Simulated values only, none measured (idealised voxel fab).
Name of the process module below: voxel air gaps
We display cut, a cross-section 230 nm in width whose square cells are each 5 nm.
If you're reading a cross-section in this doc, picture square cells in a grid; it comes to you as bands, top ones listed first down to the bottom, and a band can be one or more rows of cells.
Per band: top height and bottom height in nm, followed by the left-to-right materials and their widths in nm; "all across" marks a single material spanning edge to edge, "air" marks empty space.
It should be noted that heights are counted from 0, beneath which the wafer as supplied is of one material throughout, and that the lowest band possesses no lower boundary but continues downward, as written in "from 0 down".
Read "30..40" as a graded width: first number on top, second number at the bottom, same change between each pair of neighbouring rows.
Where the words "no change" appear for a step, the cross-section shows no cell changed by that step; every cell remained as before.
Under "Closed void entries" you'll find the enclosed gaps, the ones with no way out to the top, that are 8 cells or bigger; each reads width x height at distance, with distance counted from the left edge, everything in nm.
Text after the settings on a step's line: the simulator's own remark on that step.
"overlay nm" on a masked step: distance the mask lay right of its planned place, negative for left.
-- Intended process steps
1,RECEIVE (material Si)
2,CONFORMAL_DEP (material SiO2; thk nm 10)
3,CONFORMAL_DEP (material SiCN; thk nm 5)
4,DIRECTIONAL_DEP (material SiO2; thk nm 35)
5,PATTERN (tone open; mask id LINES; material resist; width nm 15; pitch nm 40; thk nm 20; overlay nm 0)
6,DIRECTIONAL_ETCH (etch materials SiO2; depth nm 35)
7,STRIP (etch materials resist)
8,CONFORMAL_DEP (material TiN; thk nm 5)
9,FILL_DEP (material W; thk nm 5)
10,CMP (height nm 50)
11,EPI (material Ru; thk nm 10)
12,SELECTIVE_ETCH (etch materials SiO2; depth nm 45)
13,CONFORMAL_DEP (material SiCN; thk nm 5)
-- This is the cross-section of the wafer as we received it, i.e. after step 1
  from 0 down = Si all across
  Closed void entries: none
-- This is how the wafer looks in cross-section once the module is done, given the starting state and plan above and one mistake in carrying the plan out
  from 60 to 50 = air: 55 | Ru: 35 | air: 5 | Ru: 35 | air: 5 | Ru: 35 | air: 60
  from 50 to 20 = air: 65 | TiN: 5 | W: 5 | TiN: 5 | air: 25 | TiN: 5 | W: 5 | TiN: 5 | air: 25 | TiN: 5 | W: 5 | TiN: 5 | air: 70
  from 20 to 15 = air: 65 | TiN: 15 | air: 25 | TiN: 15 | air: 25 | TiN: 15 | air: 70
  from 15 to 10 = SiCN all across
  from 10 to 0 = SiO2 all across
  from 0 down = Si all across
  Closed void entries: none
Diagnosis: plan step 13: skipped, not run
